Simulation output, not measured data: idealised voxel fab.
Herein follows the process module entitled voxel self aligned contacts.
In the cross-section labelled cut, the width is 295 nm and each square cell is 5 nm.
Reading order for cross-sections: top band down to bottom band. Underlying form: a grid of square cells. Band size: one or more rows of cells.
A band entry consists of two parts. The first gives the height of the band's top and the height of its bottom, in nm. The rest lists the band's materials from left to right, each with its width in nm. A single material labelled with the word "edge to edge" fills the band from edge to edge, and the word "air" marks empty space.
Note: height 0 marks the level under which the wafer is uniformly one material as received. Lowest band unbounded below, written "top 0, no bottom".
The expression "30->40" gives the width at the extremes of the band, the first number at its top row of cells and the second at its bottom row, with the width changing by equal amounts from each row to the next in between.
"no alteration" -> step changed no cross-section cell.
"Voids, sealed" specifies each empty space that is not open to the top and that occupies no fewer than 8 cells, using the form width x height at distance, the distance measured from the left edge and all three quantities in nm.
On a step's line, text after the settings is the simulator commenting on that step.
For masked steps, "overlay nm" on the step line gives how far right of plan the mask actually lay; a minus sign means it lay to the left.

# Steps in the process plan
1 RECEIVE [material Si]
2 OXIDIZE [depth nm 5]
3 DIRECTIONAL_DEP [material polySi] [thk nm 30]
4 DIRECTIONAL_DEP [material SiN] [thk nm 20]
5 PATTERN [tone cover] [mask id GATE] [material resist] [width nm 30] [pitch nm 65] [thk nm 15] [overlay nm 0]
6 DIRECTIONAL_ETCH [etch materials SiN] [depth nm 20]
7 DIRECTIONAL_ETCH [etch materials polySi] [depth nm 20]
8 STRIP [etch materials resist]
9 CONFORMAL_DEP [material SiN] [thk nm 5]
10 DIRECTIONAL_ETCH [etch materials SiN] [depth nm 5]
11 FILL_DEP [material SiO2] [thk nm 15]
12 CMP [height nm 60]
13 PATTERN [tone open] [mask id CONTACT] [material resist] [width nm 45] [thk nm 20] [overlay nm 0]
14 DIRECTIONAL_ETCH [etch materials SiO2] [depth nm 65]
15 STRIP [etch materials resist]
16 CONFORMAL_DEP [material TiN] [thk nm 5]
17 FILL_DEP [material Ru] [thk nm 10]
18 CMP [height nm 60]
19 CONFORMAL_DEP [material SiCN] [thk nm 5]
The value of depth nm given for step 7 in the plan refers to the first wafer; the wafers vary in this setting and are alike at the start.

# First wafer of several, as received: cross-section after step 1
    top 0, no bottom  Si edge to edge
    Voids, sealed: none

# Depicted here is the first of several wafers in cross-section, at module completion following the last step, step 19
    top 65, bottom 60  SiCN edge to edge
    top 60, bottom 50  125 nm SiO2 / 5->15 nm TiN / 35->15 nm Ru / 5->15 nm TiN / 125 nm SiO2
    top 50, bottom 30  95 nm SiO2 / 40 nm SiN / 5 nm TiN / 15 nm Ru / 5 nm TiN / 40 nm SiN / 95 nm SiO2
    top 30, bottom 15  95 nm SiO2 / 5 nm SiN / 30 nm polySi / 5 nm SiN / 5 nm TiN / 15 nm Ru / 5 nm TiN / 5 nm SiN / 30 nm polySi / 5 nm SiN / 95 nm SiO2
    top 15, bottom 10  95 nm SiO2 / 5 nm SiN / 30 nm polySi / 5 nm SiN / 25 nm TiN / 5 nm SiN / 30 nm polySi / 5 nm SiN / 95 nm SiO2
    top 10, bottom 0  polySi edge to edge
    top 0, bottom -5  SiO2 edge to edge
    top -5, no bottom  Si edge to edge
    Voids, sealed: none

# Last wafer x-sec, end of module
    top 65, bottom 60  SiCN edge to edge
    top 60, bottom 50  125 nm SiO2 / 5->15 nm TiN / 35->15 nm Ru / 5->15 nm TiN / 125 nm SiO2
    top 50, bottom 30  95 nm SiO2 / 40 nm SiN / 5 nm TiN / 15 nm Ru / 5 nm TiN / 40 nm SiN / 95 nm SiO2
    top 30, bottom 0  95 nm SiO2 / 5 nm SiN / 30 nm polySi / 5 nm SiN / 5 nm TiN / 15 nm Ru / 5 nm TiN / 5 nm SiN / 30 nm polySi / 5 nm SiN / 95 nm SiO2
    top 0, bottom -5  135 nm SiO2 / 25 nm TiN / 135 nm SiO2
    top -5, no bottom  Si edge to edge
    Voids, sealed: none

# What follows is a table in which each wafer occupies a row; for the wafer as it stands at the close of the module, the row states, material by material, how many cells have been gained (+) or lost (-) since receipt, and then gives its closed voids
depth nm 20 | +31 Ru | -59 Si | +59 SiCN | +80 SiN | +463 SiO2 | +27 TiN | +166 polySi | Voids, sealed: none
depth nm 25 | +34 Ru | -59 Si | +59 SiCN | +84 SiN | +501 SiO2 | +29 TiN | +119 polySi | Voids, sealed: none
depth nm 30 | +40 Ru | -59 Si | +59 SiCN | +88 SiN | +534 SiO2 | +33 TiN | +72 polySi | Voids, sealed: none
depth nm 35 | +40 Ru | -59 Si | +59 SiCN | +88 SiN | +534 SiO2 | +33 TiN | +72 polySi | Voids, sealed: none
depth nm 40 | +40 Ru | -59 Si | +59 SiCN | +88 SiN | +534 SiO2 | +33 TiN | +72 polySi | Voids, sealed: none
depth nm 45 | +40 Ru | -59 Si | +59 SiCN | +88 SiN | +534 SiO2 | +33 TiN | +72 polySi | Voids, sealed: none
